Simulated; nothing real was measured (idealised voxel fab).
Herein follows the process module entitled voxel self aligned vias.
This is section cut - it's 260 nm across, gridded in 5 nm square cells.
Cross-section, as written here: a square-cell grid given band by band from the top down, where a band holds one or more rows of cells. Heights first: top, then bottom, in nm. Then materials, left to right, each with a width in nm. "all across" on a single material: fills the band edge to edge. "air": empty space. Below 0: as-received wafer, all one material; heights counted from there. Lowest band: no bottom, goes on down, written "0 -> down". The notation "30->40" denotes a width that varies across the rows of cells in the band, beginning at the first number in the top row, finishing at the second number in the bottom row, and changing by an identical amount from each row to the next. "same as before" for a step: no cell of the cross-section changed in that step. Under "Closed void roster" you'll find the enclosed gaps, the ones with no way out to the top, that are 8 cells or bigger; each reads width x height at distance, with distance counted from the left edge, everything in nm. Where a step's line continues beyond its settings, the continuation is a remark by the simulator itself on that step. overlay nm: mask right of planned place by this much (step with mask). Neg. = left.

-- Listed below are the process steps as planned
step 1: RECEIVE [material Si]
step 2: CONFORMAL_DEP [material SiO2] [thk nm 15]
step 3: CONFORMAL_DEP [material SiCN] [thk nm 5]
step 4: DIRECTIONAL_DEP [material SiO2] [thk nm 20]
step 5: DIRECTIONAL_DEP [material aC] [thk nm 10]
step 6: PATTERN [tone open] [mask id LINES] [material resist] [width nm 30] [pitch nm 60] [thk nm 25] [overlay nm 0]
step 7: DIRECTIONAL_ETCH [etch materials aC] [depth nm 10]
step 8: STRIP [etch materials resist]
step 9: DIRECTIONAL_ETCH [etch materials SiO2] [depth nm 20]
step 10: STRIP [etch materials aC]
step 11: CONFORMAL_DEP [material TiN] [thk nm 5]
step 12: FILL_DEP [material Ru] [thk nm 5]
step 13: CMP [height nm 40]
step 14: SELECTIVE_ETCH [etch materials W Ru TiN] [depth nm 5]
step 15: FILL_DEP [material SiN] [thk nm 10]
step 16: CMP [height nm 40]
step 17: DIRECTIONAL_DEP [material SiO2] [thk nm 15]
step 18: MASKED_ETCH [tone open] [mask id VIAS] [width nm 40] [pitch nm 120] [etch materials SiO2] [depth nm 15] [overlay nm 0]
step 19: MASKED_ETCH [tone open] [mask id VIAS] [width nm 40] [pitch nm 120] [etch materials SiN] [depth nm 5] [overlay nm 0]
step 20: CONFORMAL_DEP [material TiN] [thk nm 5]
step 21: FILL_DEP [material Ru] [thk nm 10]
step 22: CMP [height nm 55]
step 23: CONFORMAL_DEP [material SiN] [thk nm 5]
Across this set of wafers, the varied parameter is the thk nm of step 3. Starting conditions are identical for every wafer, and the plan reports the value assigned to the first wafer.

-- After step 1, as received: first of several wafers, cross-section
	0 -> down: Si all across
	Closed void roster: none

-- Note: the following table is arranged by wafer, a row apiece. Each row reports the end-of-module state: per material, cells gained (+) or cells lost (-) compared with the wafer as received; closed voids follow
thk nm 5, +56 Ru, +52 SiCN, +58 SiN, +400 SiO2, +58 TiN, Closed void roster: none
thk nm 10, +44 Ru, +104 SiCN, +58 SiN, +366 SiO2, +52 TiN, Closed void roster: none
thk nm 15, +32 Ru, +156 SiCN, +58 SiN, +332 SiO2, +46 TiN, Closed void roster: none
thk nm 20, +32 Ru, +208 SiCN, +58 SiN, +298 SiO2, +28 TiN, Closed void roster: none
